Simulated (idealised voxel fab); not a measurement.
Process module name: voxel capacitor over wiring
We display cut, a cross-section 250 nm in width whose square cells are each 5 nm.
Each cross-section below is a grid of square cells, stated as bands in top-down order, with one or more rows of cells making up each band.
Look at the band entry: it leads with the top's height and the bottom's height in nm. Then it lists the materials left to right, with a width in nm for each. The word "all across" on a single material says that material fills the band edge to edge. The word "blank" is empty space.
Where do heights start? At 0: under that level the wafer as delivered is made of one material only. And the lowest band has no floor; it just carries on downward, as in "0 nm and below".
So if you see something like "30..40" for the width, read it as the top row of the band sitting at the first number and the bottom row at the second, with every row in between moving by the same amount as the last.
Step marked "no modification"? Then no cell in the cross-section changed in it.
The label "Enclosed void listing" introduces a list of the empty spaces, 8 cells or larger, that have no open way up to the top; each entry in it reads width x height at distance, where the distance is taken from the left edge and all three are stated in nm.
Read whatever lies past the settings on a step's line as the simulator's own remark about the step.
If you see "overlay nm" on a step's line and that step has a mask, it's telling you how far right of where it was planned the mask ended up; a negative number means it went left instead.
These are the steps we planned for the process
- 1: RECEIVE | material Si
- 2: CONFORMAL_DEP | material SiO2 | thk nm 10
- 3: DIRECTIONAL_DEP | material TiN | thk nm 5
- 4: DIRECTIONAL_DEP | material W | thk nm 15
- 5: DIRECTIONAL_DEP | material aC | thk nm 15
- 6: PATTERN | tone cover | mask id METAL_1 | material resist | width nm 20 | pitch nm 70 | thk nm 30 | overlay nm 0
- 7: DIRECTIONAL_ETCH | etch materials aC | depth nm 15
- 8: STRIP | etch materials resist
- 9: DIRECTIONAL_ETCH | etch materials W | depth nm 15
- 10: DIRECTIONAL_ETCH | etch materials TiN | depth nm 5
- 11: STRIP | etch materials aC
- 12: FILL_DEP | material lowk | thk nm 5
- 13: CMP | height nm 30
- 14: CONFORMAL_DEP | material SiCN | thk nm 5
- 15: DIRECTIONAL_DEP | material lowk | thk nm 10
- 16: DIRECTIONAL_DEP | material aC | thk nm 15
- 17: PATTERN | tone open | mask id PLUG_1 | material resist | width nm 15 | thk nm 35 | overlay nm 0
- 18: DIRECTIONAL_ETCH | etch materials aC | depth nm 15
- 19: STRIP | etch materials resist
- 20: DIRECTIONAL_ETCH | etch materials lowk | depth nm 10
- 21: DIRECTIONAL_ETCH | etch materials SiCN | depth nm 5
- 22: STRIP | etch materials aC
- 23: CONFORMAL_DEP | material TiN | thk nm 5
- 24: FILL_DEP | material Ru | thk nm 10
- 25: CMP | height nm 45
- 26: DIRECTIONAL_DEP | material TiN | thk nm 10
- 27: DIRECTIONAL_DEP | material Al2O3 | thk nm 5
- 28: DIRECTIONAL_DEP | material TiN | thk nm 5
- 29: PATTERN | tone cover | mask id UPPER_PLATE | material resist | width nm 55 | thk nm 20 | overlay nm 0
- 30: DIRECTIONAL_ETCH | etch materials TiN | depth nm 5
- 31: DIRECTIONAL_ETCH | etch materials Al2O3 | depth nm 5
- 32: STRIP | etch materials resist
- 33: PATTERN | tone cover | mask id LOWER_PLATE | material resist | width nm 65 | thk nm 20 | overlay nm 0
- 34: DIRECTIONAL_ETCH | etch materials TiN | depth nm 10
- 35: STRIP | etch materials resist
- 36: FILL_DEP | material SiO2 | thk nm 20
- 37: CMP | height nm 80
- 38: MASKED_ETCH | tone open | mask id PLUG_2 | width nm 15 | etch materials SiO2 | depth nm 15 | overlay nm 0
- 39: CONFORMAL_DEP | material TiN | thk nm 5
- 40: FILL_DEP | material W | thk nm 5
- 41: CMP | height nm 80
- 42: CONFORMAL_DEP | material SiCN | thk nm 5
Account of the first of two wafers, which was processed as intended
Received-state cross-section, reflecting completion of step 1
0 nm and below: Si all across
Enclosed void listing: none
The wafer, seen in cross-section, after step 2
10 nm to 0 nm: SiO2 all across
Heights below 0 show no change.
The wafer, seen in cross-section, after step 3
15 nm to 10 nm: TiN all across
Heights below 10 show no change.
The wafer, seen in cross-section, after step 4
30 nm to 15 nm: W all across
Heights below 15 show no change.
The wafer, seen in cross-section, after step 5
45 nm to 30 nm: aC all across
Heights below 30 show no change.
The wafer, seen in cross-section, after step 6
75 nm to 45 nm: 80 of blank | 20 of resist | 50 of blank | 20 of resist | 80 of blank
Heights below 45 show no change.
The wafer, seen in cross-section, after step 7
60 nm to 45 nm: 80 of blank | 20 of resist | 50 of blank | 20 of resist | 80 of blank
45 nm to 30 nm: 80 of blank | 20 of aC | 50 of blank | 20 of aC | 80 of blank
Heights below 30 show no change.
The wafer, seen in cross-section, after step 8
45 nm to 30 nm: 80 of blank | 20 of aC | 50 of blank | 20 of aC | 80 of blank
Heights below 30 show no change.
The wafer, seen in cross-section, after step 9
45 nm to 30 nm: 80 of blank | 20 of aC | 50 of blank | 20 of aC | 80 of blank
30 nm to 15 nm: 80 of blank | 20 of W | 50 of blank | 20 of W | 80 of blank
Heights below 15 show no change.
The wafer, seen in cross-section, after step 10
45 nm to 30 nm: 80 of blank | 20 of aC | 50 of blank | 20 of aC | 80 of blank
30 nm to 15 nm: 80 of blank | 20 of W | 50 of blank | 20 of W | 80 of blank
15 nm to 10 nm: 80 of blank | 20 of TiN | 50 of blank | 20 of TiN | 80 of blank
Heights below 10 show no change.
The wafer, seen in cross-section, after step 11
30 nm to 15 nm: 80 of blank | 20 of W | 50 of blank | 20 of W | 80 of blank
Heights below 15 show no change.
The wafer, seen in cross-section, after step 12
35 nm to 30 nm: lowk all across
30 nm to 15 nm: 80 of lowk | 20 of W | 50 of lowk | 20 of W | 80 of lowk
15 nm to 10 nm: 80 of lowk | 20 of TiN | 50 of lowk | 20 of TiN | 80 of lowk
Heights below 10 show no change.
The wafer, seen in cross-section, after step 13
30 nm to 15 nm: 80 of lowk | 20 of W | 50 of lowk | 20 of W | 80 of lowk
Heights below 15 show no change.
The wafer, seen in cross-section, after step 14
35 nm to 30 nm: SiCN all across
Heights below 30 show no change.
The wafer, seen in cross-section, after step 15
45 nm to 35 nm: lowk all across
Heights below 35 show no change.
The wafer, seen in cross-section, after step 16
60 nm to 45 nm: aC all across
Heights below 45 show no change.
The wafer, seen in cross-section, after step 17
95 nm to 60 nm: 85 of resist | 15 of blank | 150 of resist
Heights below 60 show no change.
The wafer, seen in cross-section, after step 18
80 nm to 60 nm: 85 of resist | 15 of blank | 150 of resist
60 nm to 45 nm: 85 of aC | 15 of blank | 150 of aC
Heights below 45 show no change.
The wafer, seen in cross-section, after step 19
60 nm to 45 nm: 85 of aC | 15 of blank | 150 of aC
Heights below 45 show no change.
The wafer, seen in cross-section, after step 20
60 nm to 45 nm: 85 of aC | 15 of blank | 150 of aC
45 nm to 35 nm: 85 of lowk | 15 of blank | 150 of lowk
Heights below 35 show no change.
The wafer, seen in cross-section, after step 21
60 nm to 45 nm: 85 of aC | 15 of blank | 150 of aC
45 nm to 35 nm: 85 of lowk | 15 of blank | 150 of lowk
35 nm to 30 nm: 85 of SiCN | 15 of blank | 150 of SiCN
Heights below 30 show no change.
The wafer, seen in cross-section, after step 22
45 nm to 35 nm: 85 of lowk | 15 of blank | 150 of lowk
Heights below 35 show no change.
The wafer, seen in cross-section, after step 23
50 nm to 45 nm: 90 of TiN | 5 of blank | 155 of TiN
45 nm to 35 nm: 85 of lowk | 5 of TiN | 5 of blank | 5 of TiN | 150 of lowk
35 nm to 30 nm: 85 of SiCN | 15 of TiN | 150 of SiCN
Heights below 30 show no change.
The wafer, seen in cross-section, after step 24
60 nm to 50 nm: Ru all across
50 nm to 45 nm: 90 of TiN | 5 of Ru | 155 of TiN
45 nm to 35 nm: 85 of lowk | 5 of TiN | 5 of Ru | 5 of TiN | 150 of lowk
Heights below 35 show no change.
The wafer, seen in cross-section, after step 25
45 nm to 35 nm: 85 of lowk | 5 of TiN | 5 of Ru | 5 of TiN | 150 of lowk
Heights below 35 show no change.
The wafer, seen in cross-section, after step 26
55 nm to 45 nm: TiN all across
Heights below 45 show no change.
The wafer, seen in cross-section, after step 27
60 nm to 55 nm: Al2O3 all across
Heights below 55 show no change.
The wafer, seen in cross-section, after step 28
65 nm to 60 nm: TiN all across
Heights below 60 show no change.
The wafer, seen in cross-section, after step 29
85 nm to 65 nm: 85 of blank | 55 of resist | 110 of blank
Heights below 65 show no change.
The wafer, seen in cross-section, after step 30
85 nm to 65 nm: 85 of blank | 55 of resist | 110 of blank
65 nm to 60 nm: 85 of blank | 55 of TiN | 110 of blank
Heights below 60 show no change.
The wafer, seen in cross-section, after step 31
85 nm to 65 nm: 85 of blank | 55 of resist | 110 of blank
65 nm to 60 nm: 85 of blank | 55 of TiN | 110 of blank
60 nm to 55 nm: 85 of blank | 55 of Al2O3 | 110 of blank
Heights below 55 show no change.
The wafer, seen in cross-section, after step 32
65 nm to 60 nm: 85 of blank | 55 of TiN | 110 of blank
Heights below 60 show no change.
The wafer, seen in cross-section, after step 33
85 nm to 65 nm: 80 of blank | 65 of resist | 105 of blank
65 nm to 60 nm: 80 of blank | 5 of resist | 55 of TiN | 5 of resist | 105 of blank
60 nm to 55 nm: 80 of blank | 5 of resist | 55 of Al2O3 | 5 of resist | 105 of blank
Heights below 55 show no change.
The wafer, seen in cross-section, after step 34
85 nm to 65 nm: 80 of blank | 65 of resist | 105 of blank
65 nm to 60 nm: 80 of blank | 5 of resist | 55 of TiN | 5 of resist | 105 of blank
60 nm to 55 nm: 80 of blank | 5 of resist | 55 of Al2O3 | 5 of resist | 105 of blank
55 nm to 45 nm: 80 of blank | 65 of TiN | 105 of blank
Heights below 45 show no change.
The wafer, seen in cross-section, after step 35
65 nm to 60 nm: 85 of blank | 55 of TiN | 110 of blank
60 nm to 55 nm: 85 of blank | 55 of Al2O3 | 110 of blank
Heights below 55 show no change.
The wafer, seen in cross-section, after step 36
85 nm to 65 nm: SiO2 all across
65 nm to 60 nm: 85 of SiO2 | 55 of TiN | 110 of SiO2
60 nm to 55 nm: 85 of SiO2 | 55 of Al2O3 | 110 of SiO2
55 nm to 45 nm: 80 of SiO2 | 65 of TiN | 105 of SiO2
Heights below 45 show no change.
The wafer, seen in cross-section, after step 37
80 nm to 65 nm: SiO2 all across
Heights below 65 show no change.
The wafer, seen in cross-section, after step 38
80 nm to 65 nm: 95 of SiO2 | 15 of blank | 140 of SiO2
Heights below 65 show no change.
The wafer, seen in cross-section, after step 39
85 nm to 80 nm: 100 of TiN | 5 of blank | 145 of TiN
80 nm to 70 nm: 95 of SiO2 | 5 of TiN | 5 of blank | 5 of TiN | 140 of SiO2
70 nm to 60 nm: 95..85 of SiO2 | 15..55 of TiN | 140..110 of SiO2
Heights below 60 show no change.
The wafer, seen in cross-section, after step 40
90 nm to 85 nm: W all across
85 nm to 80 nm: 100 of TiN | 5 of W | 145 of TiN
80 nm to 70 nm: 95 of SiO2 | 5 of TiN | 5 of W | 5 of TiN | 140 of SiO2
Heights below 70 show no change.
The wafer, seen in cross-section, after step 41
80 nm to 70 nm: 95 of SiO2 | 5 of TiN | 5 of W | 5 of TiN | 140 of SiO2
Heights below 70 show no change.
The wafer, seen in cross-section, after step 42
85 nm to 80 nm: SiCN all across
Heights below 80 show no change.
Wafer two: like wafer one in start and plan, but with one mistake in execution; identical up to and including step 31
Planned end of step 32: second wafer, cross-section
65 nm to 60 nm: 85 of blank | 55 of TiN | 110 of blank
Heights below 60 show no change.
Planned end of step 33: second wafer, cross-section
85 nm to 65 nm: 80 of blank | 65 of resist | 105 of blank
65 nm to 60 nm: 80 of blank | 5 of resist | 55 of TiN | 5 of resist | 105 of blank
60 nm to 55 nm: 80 of blank | 5 of resist | 55 of Al2O3 | 5 of resist | 105 of blank
Heights below 55 show no change.
Planned end of step 34: second wafer, cross-section
85 nm to 65 nm: 80 of blank | 65 of resist | 105 of blank
65 nm to 60 nm: 80 of blank | 5 of resist | 55 of TiN | 5 of resist | 105 of blank
60 nm to 55 nm: 80 of blank | 5 of resist | 55 of Al2O3 | 5 of resist | 105 of blank
55 nm to 45 nm: 80 of blank | 65 of TiN | 105 of blank
Heights below 45 show no change.
Planned end of step 35: second wafer, cross-section
65 nm to 60 nm: 85 of blank | 55 of TiN | 110 of blank
60 nm to 55 nm: 85 of blank | 55 of Al2O3 | 110 of blank
Heights below 55 show no change.
Planned end of step 36: second wafer, cross-section
85 nm to 65 nm: SiO2 all across
65 nm to 60 nm: 85 of SiO2 | 55 of TiN | 110 of SiO2
60 nm to 55 nm: 85 of SiO2 | 55 of Al2O3 | 110 of SiO2
55 nm to 45 nm: 80 of SiO2 | 65 of TiN | 105 of SiO2
Heights below 45 show no change.
Planned end of step 37: second wafer, cross-section
80 nm to 65 nm: SiO2 all across
Heights below 65 show no change.
Planned end of step 38: second wafer, cross-section
80 nm to 65 nm: 95 of SiO2 | 15 of blank | 140 of SiO2
Heights below 65 show no change.
Planned end of step 39: second wafer, cross-section
85 nm to 80 nm: 100 of TiN | 5 of blank | 145 of TiN
80 nm to 70 nm: 95 of SiO2 | 5 of TiN | 5 of blank | 5 of TiN | 140 of SiO2
70 nm to 60 nm: 95..85 of SiO2 | 15..55 of TiN | 140..110 of SiO2
Heights below 60 show no change.
Planned end of step 40: second wafer, cross-section
90 nm to 85 nm: W all across
85 nm to 80 nm: 100 of TiN | 5 of W | 145 of TiN
80 nm to 70 nm: 95 of SiO2 | 5 of TiN | 5 of W | 5 of TiN | 140 of SiO2
Heights below 70 show no change.
Planned end of step 41: second wafer, cross-section
80 nm to 70 nm: 95 of SiO2 | 5 of TiN | 5 of W | 5 of TiN | 140 of SiO2
Heights below 70 show no change.
Planned end of step 42: second wafer, cross-section
85 nm to 80 nm: SiCN all across
Heights below 80 show no change.
So what did we get wrong on this run? step 32 of the plan was carried out twice
Final cross-sections of the two wafers are identical, so the mistake has no effect on what this model computes.
